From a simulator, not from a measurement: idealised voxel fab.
Name of the process module below: voxel double patterning
Cross-sectional view cut (width: 220 nm; square cell size: 5 nm).
Format of a cross-section: grid, square cells. Given as bands. Order: top down. Band: one or more rows of cells. It is stipulated that each band's entry specify, in nanometres, the height of the top of the band and then that of its bottom, followed by the materials of the band in left-to-right sequence, each together with its width in nanometres. A single material marked by the word "full width" is understood to fill the band from edge to edge; the word "air" is understood to denote empty space. For the purposes of this specification, 0 denotes the height below which the wafer in its as-received condition is composed wholly of one material, and the lowermost band, lacking a lower limit, extends downward without end, as expressed in "0 down". You'd read "30->40" like this: the band's top row of cells is as wide as the first number, its bottom row is as wide as the second, and going down, every row changes width by the same amount as the row before did. The cross-section has no changed cell in any step marked "remained the same". What "Sealed void inventory" gives you is every empty space of 8 cells or more that is cut off from the top. Each appears as width x height at distance, with the distance taken from the left edge and width, height and distance all in nm. Note: text after step settings on the step line = simulator remark on that step. overlay nm: step with mask; distance mask lay right of planned place; negative value = left of planned place.
[Steps in the process plan]
1 RECEIVE (material Si)
2 CONFORMAL_DEP (material SiO2; thk nm 10)
3 DIRECTIONAL_DEP (material TiN; thk nm 20)
4 DIRECTIONAL_DEP (material SiN; thk nm 10)
5 PATTERN (tone open; mask id FIRST; material resist; width nm 15; pitch nm 50; thk nm 15; overlay nm 0)
6 DIRECTIONAL_ETCH (etch materials SiN; depth nm 10)
7 STRIP (etch materials resist)
8 DIRECTIONAL_DEP (material aC; thk nm 15)
9 PATTERN (tone open; mask id SECOND; material resist; width nm 15; thk nm 35; overlay nm 0)
10 DIRECTIONAL_ETCH (etch materials aC; depth nm 15)
11 STRIP (etch materials resist)
12 DIRECTIONAL_ETCH (etch materials SiN; depth nm 10)
13 STRIP (etch materials aC)
14 DIRECTIONAL_ETCH (etch materials TiN; depth nm 20)
15 STRIP (etch materials SiN)
[Wafer cross-section on receipt, i.e. after step 1]
> 0 down | Si full width
> Sealed void inventory: none
[End-of-module XS, first of two wafers, run as planned]
> 30 to 10 | 75 of TiN | 15 of air | 10 of TiN | 15 of air | 10 of TiN | 15 of air | 80 of TiN
> 10 to 0 | SiO2 full width
> 0 down | Si full width
> Sealed void inventory: none
[Wafer two, sectioned after the module: the first wafer's start, the first wafer's plan, and one mistake in how it was run]
> 30 to 10 | 75 of TiN | 20 of air | 5 of TiN | 15 of air | 10 of TiN | 20 of air | 75 of TiN
> 10 to 0 | SiO2 full width
> 0 down | Si full width
> Sealed void inventory: none
Deviation noted in wafer processing: step 5, actual vs plan mismatch, actual run PATTERN (tone open; mask id FIRST; material resist; width nm 20; pitch nm 50; thk nm 15; overlay nm 0)
Final difference in cells, second wafer against first, listed per material as more or fewer: TiN -8
